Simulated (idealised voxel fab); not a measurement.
process module | voxel ribs on slabs
cross-section cut | 240 nm wide | cells 5 nm
A cross-section is a grid of square cells, given in bands from the top down. A band is one or more rows of cells.
Each band's line starts with the height of the band's top and of its bottom, in nm. Then come its materials from left to right, each with its width in nm. One material with "throughout" fills the band from edge to edge. "air" is empty space.
Height 0 is the level under which the wafer as received is all one material. The lowest band goes on downwards, as in "0 down".
A width such as "30 to 40" changes by the same amount from each row of cells to the next, from the band's top row to its bottom row.
"no change" after a step means that no cell of the cross-section changed.
closed voids: empty space of 8 cells or more with no open way to the top, each as width x height at its distance from the left edge, in nm
after a step's settings: what the simulator itself notes on the step
overlay nm, on a step with a mask: how far to the right of its planned place the mask lay; to the left if negative
plan
1 op RECEIVE | material Si
2 op DIRECTIONAL_DEP | material SiO2 | thk nm 30
3 op DIRECTIONAL_DEP | material SiN | thk nm 20
4 op MASKED_ETCH | tone cover | mask id RIB | width nm 30 | etch materials SiN | depth nm 10 | overlay nm 0
5 op PATTERN | tone cover | mask id SLAB | material resist | width nm 70 | thk nm 15 | overlay nm 0
6 op DIRECTIONAL_ETCH | etch materials SiN | depth nm 10
7 op STRIP | etch materials resist
8 op FILL_DEP | material SiO2 | thk nm 25
9 op CMP | height nm 65
10 op DIRECTIONAL_DEP | material TiN | thk nm 5
11 op MASKED_ETCH | tone cover | mask id HEATER | width nm 40 | etch materials TiN | depth nm 5 | overlay nm 0
12 op CONFORMAL_DEP | material SiN | thk nm 10
as received, after step 1
  0 down: Si throughout
  closed voids: none
first wafer at the end, as planned
  80 to 75: air 90 | SiN 60 | air 90
  75 to 70: SiN throughout
  70 to 65: SiN 100 | TiN 40 | SiN 100
  65 to 50: SiO2 throughout
  50 to 40: SiO2 105 | SiN 30 | SiO2 105
  40 to 30: SiO2 85 | SiN 70 | SiO2 85
  30 to 0: SiO2 throughout
  0 down: Si throughout
  closed voids: none
second wafer at the end: like start, like plan, one mistake
  80 to 70: SiN throughout
  70 to 50: SiO2 throughout
  50 to 40: SiO2 105 | SiN 30 | SiO2 105
  40 to 30: SiO2 85 | SiN 70 | SiO2 85
  30 to 0: SiO2 throughout
  0 down: Si throughout
  closed voids: none
what went wrong: step 10 ran as: op DIRECTIONAL_DEP | material SiO2 | thk nm 5
at the end the second wafer has, in cells: 4 fewer of SiN | 48 more of SiO2 | 8 fewer of TiN
